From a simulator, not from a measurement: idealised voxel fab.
The document below concerns the process module designated voxel ribs on slabs.
The width of the displayed cross-section, cut, is 140 nm; its cells are square, with a size of 5 nm.
A cross-section in this document is a grid of square cells, and it is written down as bands, the top band listed before the ones below it; a band is made up of one or more rows of cells.
Top height, bottom height, nm. Materials left to right, width each, nm. Single material + "throughout" = fills band edge to edge. "air" = empty.
Counting heights begins at 0, where everything beneath is, in the wafer as received, one material. The lowest band has no bottom; it goes on downwards, as "0..down" shows.
A width such as "30 to 40" changes by the same amount from each row of cells to the next, from the band's top row to its bottom row.
Step marked "remained unchanged"? Then no cell in the cross-section changed in it.
"Completely enclosed voids" specifies each empty space that is not open to the top and that occupies no fewer than 8 cells, using the form width x height at distance, the distance measured from the left edge and all three quantities in nm.
The remark found on a step's line after its settings is issued by the simulator itself and pertains to that step.
What "overlay nm" on a step's line means: if the step has a mask, that mask lay this far to the right of its planned place, or, when the value is negative, to the left.
Process steps - plan
1,RECEIVE: material Si
2,DIRECTIONAL_DEP: material SiO2, thk nm 20
3,DIRECTIONAL_DEP: material SiN, thk nm 20
4,PATTERN: tone cover, mask id RIB, material resist, width nm 25, thk nm 15, overlay nm 0
5,DIRECTIONAL_ETCH: etch materials SiN, depth nm 15
6,STRIP: etch materials resist
7,MASKED_ETCH: tone cover, mask id SLAB, width nm 55, etch materials SiN, depth nm 5, overlay nm 0
8,FILL_DEP: material SiO2, thk nm 15
9,CMP: height nm 50
10,DIRECTIONAL_DEP: material TiN, thk nm 5
11,DIRECTIONAL_DEP: material aC, thk nm 15
12,PATTERN: tone cover, mask id HEATER, material resist, width nm 35, thk nm 35, overlay nm 0
13,DIRECTIONAL_ETCH: etch materials aC, depth nm 15
14,STRIP: etch materials resist
15,DIRECTIONAL_ETCH: etch materials TiN, depth nm 5
16,STRIP: etch materials aC
17,CONFORMAL_DEP: material SiN, thk nm 10
Cross-section of the wafer at receipt, which is the condition after step 1
- 0..down | Si throughout
- Completely enclosed voids: none
Cross-sectional image of the first of two wafers at the end of the module, the run having proceeded as planned
- 65..60 | air=40  SiN=55  air=45
- 60..55 | SiN throughout
- 55..50 | SiN=50  TiN=35  SiN=55
- 50..40 | SiO2 throughout
- 40..25 | SiO2=55  SiN=25  SiO2=60
- 25..20 | SiO2=40  SiN=55  SiO2=45
- 20..0 | SiO2 throughout
- 0..down | Si throughout
- Completely enclosed voids: none
Cross-section at end of module for the second wafer of two, which matched the first in starting point and plan and differed by one mistake in its processing
- 65..60 | air=40  SiN=55  air=45
- 60..55 | SiN throughout
- 55..50 | SiN=50  TiN=35  SiN=55
- 50..40 | SiO2 throughout
- 40..25 | SiO2=55  SiN=25  SiO2=60
- 25..20 | SiO2=45  SiN=55  SiO2=40
- 20..0 | SiO2 throughout
- 0..down | Si throughout
- Completely enclosed voids: none
Here's what went sideways: step 7 went in with a setting other than planned; the actual run was MASKED_ETCH: tone cover, mask id SLAB, width nm 55, etch materials SiN, depth nm 5, overlay nm 5
Heads up: at the end the two wafers have identical cell counts per material, they're just laid out differently.
